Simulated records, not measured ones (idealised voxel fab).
process module | voxel air gaps
cross-section cut | 275 nm wide | cells 5 nm
A cross-section is a grid of square cells, given in bands from the top down. A band is one or more rows of cells.
Each band's line starts with the height of the band's top and of its bottom, in nm. Then come its materials from left to right, each with its width in nm. One material with "throughout" fills the band from edge to edge. "air" is empty space.
Height 0 is the level under which the wafer as received is all one material. The lowest band goes on downwards, as in "0 down".
A width such as "30 to 40" changes by the same amount from each row of cells to the next, from the band's top row to its bottom row.
"no change" after a step means that no cell of the cross-section changed.
closed voids: empty space of 8 cells or more with no open way to the top, each as width x height at its distance from the left edge, in nm
after a step's settings: what the simulator itself notes on the step
overlay nm, on a step with a mask: how far to the right of its planned place the mask lay; to the left if negative
plan
1 op RECEIVE | material Si
2 op CONFORMAL_DEP | material SiO2 | thk nm 10
3 op CONFORMAL_DEP | material SiCN | thk nm 5
4 op DIRECTIONAL_DEP | material SiO2 | thk nm 40
5 op DIRECTIONAL_DEP | material aC | thk nm 10
6 op PATTERN | tone open | mask id LINES | material resist | width nm 25 | pitch nm 55 | thk nm 30 | overlay nm 0
7 op DIRECTIONAL_ETCH | etch materials aC | depth nm 10
8 op STRIP | etch materials resist
9 op DIRECTIONAL_ETCH | etch materials SiO2 | depth nm 40
10 op STRIP | etch materials aC
11 op CONFORMAL_DEP | material TiN | thk nm 5
12 op FILL_DEP | material Ru | thk nm 10
13 op CMP | height nm 55
14 op EPI | material Ru | thk nm 10
15 op SELECTIVE_ETCH | etch materials SiO2 | depth nm 50
16 op CONFORMAL_DEP | material SiCN | thk nm 5
as received, after step 1
  0 down: Si throughout
  closed voids: none
first wafer at the end, as planned
  70 to 65: air 55 | SiCN 165 | air 55
  65 to 55: air 55 | SiCN 5 | Ru 45 | SiCN 10 | Ru 45 | SiCN 10 | Ru 45 | SiCN 5 | air 55
  55 to 50: air 55 | SiCN 15 | TiN 5 | Ru 15 | TiN 5 | SiCN 30 | TiN 5 | Ru 15 | TiN 5 | SiCN 30 | TiN 5 | Ru 15 | TiN 5 | SiCN 15 | air 55
  50 to 20: air 65 | SiCN 5 | TiN 5 | Ru 15 | TiN 5 | SiCN 5 | air 20 | SiCN 5 | TiN 5 | Ru 15 | TiN 5 | SiCN 5 | air 20 | SiCN 5 | TiN 5 | Ru 15 | TiN 5 | SiCN 5 | air 65
  20 to 15: SiCN 70 | TiN 25 | SiCN 30 | TiN 25 | SiCN 30 | TiN 25 | SiCN 70
  15 to 10: SiCN throughout
  10 to 0: SiO2 throughout
  0 down: Si throughout
  closed voids: 20 x 30 at 100; 20 x 30 at 155
second wafer at the end: like start, like plan, one mistake
  70 to 65: air 45 | SiCN 165 | air 65
  65 to 55: air 45 | SiCN 5 | Ru 45 | SiCN 10 | Ru 45 | SiCN 10 | Ru 45 | SiCN 5 | air 65
  55 to 50: air 45 | SiCN 15 | TiN 5 | Ru 15 | TiN 5 | SiCN 30 | TiN 5 | Ru 15 | TiN 5 | SiCN 30 | TiN 5 | Ru 15 | TiN 5 | SiCN 15 | air 65
  50 to 20: air 55 | SiCN 5 | TiN 5 | Ru 15 | TiN 5 | SiCN 5 | air 20 | SiCN 5 | TiN 5 | Ru 15 | TiN 5 | SiCN 5 | air 20 | SiCN 5 | TiN 5 | Ru 15 | TiN 5 | SiCN 5 | air 75
  20 to 15: SiCN 60 | TiN 25 | SiCN 30 | TiN 25 | SiCN 30 | TiN 25 | SiCN 80
  15 to 10: SiCN throughout
  10 to 0: SiO2 throughout
  0 down: Si throughout
  closed voids: 20 x 30 at 90; 20 x 30 at 145
what went wrong: step 6 ran as: op PATTERN | tone open | mask id LINES | material resist | width nm 25 | pitch nm 55 | thk nm 30 | overlay nm -10
at the end the second wafer has, in cells: as many of each material as the first, in other places
